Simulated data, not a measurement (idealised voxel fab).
This section sets out a process module, namely voxel double patterning.
Cross-section cut spans 245 nm and uses square cells 5 nm in size.
If you're reading a cross-section in this doc, picture square cells in a grid; it comes to you as bands, top ones listed first down to the bottom, and a band can be one or more rows of cells.
Read a band's entry like this: the first values are the height of its top and the height of its bottom in nm, and what follows is the sequence of materials from left to right, each with its width in nm. Note that "blank" is empty space, and that a single material marked "throughout" reaches across the band from edge to edge.
Height datum 0, below which the as-received substrate wafer is one material. Lowest band open at the bottom, running downward: "0 nm and below".
The width entry "30..40" should be interpreted row by row: the top row of cells in the band takes the first number, the bottom row takes the second number, and the change between adjacent rows is uniform throughout.
You'll sometimes find "nothing got changed" written for a step, and that's the way of saying that nowhere in the cross-section did a cell change during that step.
Enclosed voids (no open way to top), threshold 8 cells or more, entry "Cavities, closed", notation width x height at distance, distance from left edge, nm.
Step line, after settings: the simulator's comment on this step.
overlay nm: for a step with a mask, the amount by which the mask lay right of where it was planned; a negative amount means left of it.
List of planned process steps:
| 1 | RECEIVE: material Si |
| 2 | CONFORMAL_DEP: material SiO2, thk nm 10 |
| 3 | DIRECTIONAL_DEP: material W, thk nm 10 |
| 4 | DIRECTIONAL_DEP: material SiN, thk nm 10 |
| 5 | DIRECTIONAL_DEP: material aC, thk nm 10 |
| 6 | PATTERN: tone open, mask id FIRST, material resist, width nm 15, pitch nm 50, thk nm 25, overlay nm 0 |
| 7 | DIRECTIONAL_ETCH: etch materials aC, depth nm 10 |
| 8 | STRIP: etch materials resist |
| 9 | DIRECTIONAL_ETCH: etch materials SiN, depth nm 10 |
| 10 | STRIP: etch materials aC |
| 11 | MASKED_ETCH: tone open, mask id SECOND, width nm 15, etch materials SiN, depth nm 10, overlay nm 0 |
| 12 | DIRECTIONAL_ETCH: etch materials W, depth nm 10 |
| 13 | STRIP: etch materials SiN |
First of the two wafers, run per plan:
Cross-section: wafer on arrival = after step 1:
    0 nm and below  Si throughout
    Cavities, closed: none
The wafer, seen in cross-section, after step 2:
    10 nm to 0 nm  SiO2 throughout
    Under 0: no change, same as before.
The wafer, seen in cross-section, after step 3:
    20 nm to 10 nm  W throughout
    Under 10: no change, same as before.
The wafer, seen in cross-section, after step 4:
    30 nm to 20 nm  SiN throughout
    Under 20: no change, same as before.
The wafer, seen in cross-section, after step 5:
    40 nm to 30 nm  aC throughout
    Under 30: no change, same as before.
The wafer, seen in cross-section, after step 6:
    65 nm to 40 nm  90 nm resist; 15 nm blank; 35 nm resist; 15 nm blank; 90 nm resist
    Under 40: no change, same as before.
The wafer, seen in cross-section, after step 7:
    55 nm to 40 nm  90 nm resist; 15 nm blank; 35 nm resist; 15 nm blank; 90 nm resist
    40 nm to 30 nm  90 nm aC; 15 nm blank; 35 nm aC; 15 nm blank; 90 nm aC
    Under 30: no change, same as before.
The wafer, seen in cross-section, after step 8:
    40 nm to 30 nm  90 nm aC; 15 nm blank; 35 nm aC; 15 nm blank; 90 nm aC
    Under 30: no change, same as before.
The wafer, seen in cross-section, after step 9:
    40 nm to 30 nm  90 nm aC; 15 nm blank; 35 nm aC; 15 nm blank; 90 nm aC
    30 nm to 20 nm  90 nm SiN; 15 nm blank; 35 nm SiN; 15 nm blank; 90 nm SiN
    Under 20: no change, same as before.
The wafer, seen in cross-section, after step 10:
    30 nm to 20 nm  90 nm SiN; 15 nm blank; 35 nm SiN; 15 nm blank; 90 nm SiN
    Under 20: no change, same as before.
The wafer, seen in cross-section, after step 11:
    30 nm to 20 nm  90 nm SiN; 15 nm blank; 10 nm SiN; 15 nm blank; 10 nm SiN; 15 nm blank; 90 nm SiN
    Under 20: no change, same as before.
The wafer, seen in cross-section, after step 12:
    30 nm to 20 nm  90 nm SiN; 15 nm blank; 10 nm SiN; 15 nm blank; 10 nm SiN; 15 nm blank; 90 nm SiN
    20 nm to 10 nm  90 nm W; 15 nm blank; 10 nm W; 15 nm blank; 10 nm W; 15 nm blank; 90 nm W
    Under 10: no change, same as before.
The wafer, seen in cross-section, after step 13:
    20 nm to 10 nm  90 nm W; 15 nm blank; 10 nm W; 15 nm blank; 10 nm W; 15 nm blank; 90 nm W
    Under 10: no change, same as before.
Second wafer, same starting state and plan as the first, one mistake in the run, identical through step 1:
Cross-section of the second wafer at the time step 2 of the plan should have ended:
    10 nm to 0 nm  W throughout
    Under 0: no change, same as before.
Cross-section of the second wafer at the time step 3 of the plan should have ended:
    20 nm to 10 nm  SiO2 throughout
    Under 10: no change, same as before.
Cross-section of the second wafer at the time step 4 of the plan should have ended:
    30 nm to 20 nm  SiN throughout
    Under 20: no change, same as before.
Cross-section of the second wafer at the time step 5 of the plan should have ended:
    40 nm to 30 nm  aC throughout
    Under 30: no change, same as before.
Cross-section of the second wafer at the time step 6 of the plan should have ended:
    65 nm to 40 nm  90 nm resist; 15 nm blank; 35 nm resist; 15 nm blank; 90 nm resist
    Under 40: no change, same as before.
Cross-section of the second wafer at the time step 7 of the plan should have ended:
    55 nm to 40 nm  90 nm resist; 15 nm blank; 35 nm resist; 15 nm blank; 90 nm resist
    40 nm to 30 nm  90 nm aC; 15 nm blank; 35 nm aC; 15 nm blank; 90 nm aC
    Under 30: no change, same as before.
Cross-section of the second wafer at the time step 8 of the plan should have ended:
    40 nm to 30 nm  90 nm aC; 15 nm blank; 35 nm aC; 15 nm blank; 90 nm aC
    Under 30: no change, same as before.
Cross-section of the second wafer at the time step 9 of the plan should have ended:
    40 nm to 30 nm  90 nm aC; 15 nm blank; 35 nm aC; 15 nm blank; 90 nm aC
    30 nm to 20 nm  90 nm SiN; 15 nm blank; 35 nm SiN; 15 nm blank; 90 nm SiN
    Under 20: no change, same as before.
Cross-section of the second wafer at the time step 10 of the plan should have ended:
    30 nm to 20 nm  90 nm SiN; 15 nm blank; 35 nm SiN; 15 nm blank; 90 nm SiN
    Under 20: no change, same as before.
Cross-section of the second wafer at the time step 11 of the plan should have ended:
    30 nm to 20 nm  90 nm SiN; 15 nm blank; 10 nm SiN; 15 nm blank; 10 nm SiN; 15 nm blank; 90 nm SiN
    Under 20: no change, same as before.
Cross-section of the second wafer at the time step 12 of the plan should have ended: nothing got changed
Cross-section of the second wafer at the time step 13 of the plan should have ended:
    20 nm to 10 nm  SiO2 throughout
    Under 10: no change, same as before.
Want to know what went wrong? steps 2 and 3 of the plan were each performed in the slot designated for the other
Wafer comparison, final, in cells, second relative to first, materials more or fewer: W: 18 more
